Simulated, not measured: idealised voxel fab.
Process module heading - voxel transistor to metal
The width of the displayed cross-section, cut, is 190 nm; its cells are square, with a size of 5 nm.
In what follows, cross-sections appear as grids of square cells, described through bands that run from the top down, where every band is one or more rows of cells.
For a band, the entry starts with two heights in nm, that of the top and then that of the bottom, and carries on with the band's materials in order from left to right, each alongside its width in nm; the word "throughout" beside a single material means it fills the band edge to edge, and "air" means empty space.
Ref level 0: as-received wafer is one material below here. Bottom band extends down with no lower bound ("0 and below").
So if you see something like "30..40" for the width, read it as the top row of the band sitting at the first number and the bottom row at the second, with every row in between moving by the same amount as the last.
Any step labelled "nothing different" changed none of the cells in the cross-section.
Any empty space of 8 cells or more lacking an open way to the top shows up in "Cavities, closed" as width x height at distance, distance from the left edge, in nm.
Read whatever lies past the settings on a step's line as the simulator's own remark about the step.
Steps that use a mask can have "overlay nm" on their line. It says how far the mask sat to the right of where it was meant to be. Negative means to the left.

## Here's what the planned process steps look like
- 1: op RECEIVE | material Si
- 2: op CONFORMAL_DEP | material SiO2 | thk nm 5
- 3: op CONFORMAL_DEP | material SiN | thk nm 15
- 4: op MASKED_ETCH | tone cover | mask id ACTIVE | width nm 115 | etch materials SiN | depth nm 15 | overlay nm 0
- 5: op MASKED_ETCH | tone cover | mask id ACTIVE | width nm 115 | etch materials SiO2 | depth nm 5 | overlay nm 0
- 6: op MASKED_ETCH | tone cover | mask id ACTIVE | width nm 115 | etch materials Si | depth nm 30 | overlay nm 0
- 7: op OXIDIZE | depth nm 5
- 8: op FILL_DEP | material SiO2 | thk nm 10
- 9: op CMP | height nm 20
- 10: op SELECTIVE_ETCH | etch materials SiO2 | depth nm 15
- 11: op STRIP | etch materials SiN
- 12: op SELECTIVE_ETCH | etch materials SiO2 | depth nm 5
- 13: op OXIDIZE | depth nm 5
- 14: op DIRECTIONAL_DEP | material polySi | thk nm 25
- 15: op DIRECTIONAL_DEP | material SiCN | thk nm 10
- 16: op PATTERN | tone cover | mask id GATE | material resist | width nm 25 | thk nm 20 | overlay nm 0
- 17: op DIRECTIONAL_ETCH | etch materials SiCN | depth nm 20
- 18: op DIRECTIONAL_ETCH | etch materials polySi | depth nm 35
- 19: op STRIP | etch materials resist
- 20: op CONFORMAL_DEP | material SiO2 | thk nm 5
- 21: op DIRECTIONAL_ETCH | etch materials SiO2 | depth nm 5
- 22: op CONFORMAL_DEP | material SiN | thk nm 5
- 23: op DIRECTIONAL_ETCH | etch materials SiN | depth nm 5
- 24: op DIRECTIONAL_ETCH | etch materials SiO2 | depth nm 5
- 25: op EPI | material pSi | thk nm 5
- 26: op FILL_DEP | material SiO2 | thk nm 10
- 27: op CMP | height nm 35
- 28: op DIRECTIONAL_DEP | material SiO2 | thk nm 10
- 29: op MASKED_ETCH | tone open | mask id CONTACT | width nm 15 | pitch nm 80 | etch materials SiO2 | depth nm 45 | overlay nm 0
- 30: op CONFORMAL_DEP | material TiN | thk nm 5
- 31: op FILL_DEP | material Ru | thk nm 5
- 32: op CMP | height nm 45
- 33: op DIRECTIONAL_DEP | material TiN | thk nm 5
- 34: op DIRECTIONAL_DEP | material W | thk nm 25
- 35: op MASKED_ETCH | tone cover | mask id METAL_1 | width nm 15 | pitch nm 80 | etch materials W | depth nm 25 | overlay nm 0
- 36: op MASKED_ETCH | tone cover | mask id METAL_1 | width nm 15 | pitch nm 80 | etch materials TiN | depth nm 5 | overlay nm 0
- 37: op CONFORMAL_DEP | material SiCN | thk nm 5
- 38: op FILL_DEP | material SiO2 | thk nm 5
- 39: op CMP | height nm 75
- 40: op CONFORMAL_DEP | material SiN | thk nm 5

## Incoming wafer in cross-section (state: after step 1)
	0 and below: Si throughout
	Cavities, closed: none

## Looking at the first of two wafers in cross-section at end of module - ran to plan
	80 down to 75: SiN throughout
	75 down to 50: 40 SiO2; 5 SiCN; 15 W; 5 SiCN; 55 SiO2; 5 SiCN; 15 W; 5 SiCN; 45 SiO2
	50 down to 45: 45 SiCN; 15 TiN; 65 SiCN; 15 TiN; 50 SiCN
	45 down to 35: 45 SiO2; 5 TiN; 5 Ru; 5 TiN; 65 SiO2; 5 TiN; 5 Ru; 5 TiN; 50 SiO2
	35 down to 25: 45 SiO2; 5 TiN; 5 Ru; 5 TiN; 10 SiO2; 5 SiN; 5 SiO2; 25 SiCN; 5 SiO2; 5 SiN; 10 SiO2; 5 TiN; 5 Ru; 5 TiN; 50 SiO2
	25 down to 5: 45 SiO2; 5 TiN; 5 Ru; 5 TiN; 10 SiO2; 5 SiN; 5 SiO2; 25 polySi; 5 SiO2; 5 SiN; 10 SiO2; 5 TiN; 5 Ru; 5 TiN; 50 SiO2
	5 down to 0: 45 SiO2; 15 TiN; 10 SiO2; 5 SiN; 5 SiO2; 25 polySi; 5 SiO2; 5 SiN; 10 SiO2; 15 TiN; 50 SiO2
	0 down to -5: 35 SiO2; 35 pSi; 45 SiO2; 35 pSi; 40 SiO2
	-5 down to -35: 40 SiO2; 105 Si; 45 SiO2
	-35 and below: Si throughout
	Cavities, closed: none

## Now the second wafer, cross-sectioned at the end of the module. Nothing different at the start, nothing different in the plan compared with the first, just one mistake when it was actually run
	80 down to 75: SiN throughout
	75 down to 50: 40 SiO2; 5 SiCN; 15 W; 5 SiCN; 55 SiO2; 5 SiCN; 15 W; 5 SiCN; 45 SiO2
	50 down to 45: 45 SiCN; 15 TiN; 65 SiCN; 15 TiN; 50 SiCN
	45 down to 40: 50 TiN; 5 Ru; 75 TiN; 5 Ru; 55 TiN
	40 down to 35: 45 SiO2; 5 TiN; 5 Ru; 5 TiN; 65 SiO2; 5 TiN; 5 Ru; 5 TiN; 50 SiO2
	35 down to 25: 45 SiO2; 5 TiN; 5 Ru; 5 TiN; 10 SiO2; 5 SiN; 5 SiO2; 25 SiCN; 5 SiO2; 5 SiN; 10 SiO2; 5 TiN; 5 Ru; 5 TiN; 50 SiO2
	25 down to 5: 45 SiO2; 5 TiN; 5 Ru; 5 TiN; 10 SiO2; 5 SiN; 5 SiO2; 25 polySi; 5 SiO2; 5 SiN; 10 SiO2; 5 TiN; 5 Ru; 5 TiN; 50 SiO2
	5 down to 0: 45 SiO2; 15 TiN; 10 SiO2; 5 SiN; 5 SiO2; 25 polySi; 5 SiO2; 5 SiN; 10 SiO2; 15 TiN; 50 SiO2
	0 down to -5: 35 SiO2; 35 pSi; 45 SiO2; 35 pSi; 40 SiO2
	-5 down to -35: 40 SiO2; 105 Si; 45 SiO2
	-35 and below: Si throughout
	Cavities, closed: none
Want to know what went wrong? contrary to plan, step 28 was performed as op DIRECTIONAL_DEP | material SiO2 | thk nm 5
Looking at both finished wafers in cells, the second ends up ahead of or behind the first on some materials: SiO2: 32 fewer | TiN: 32 more
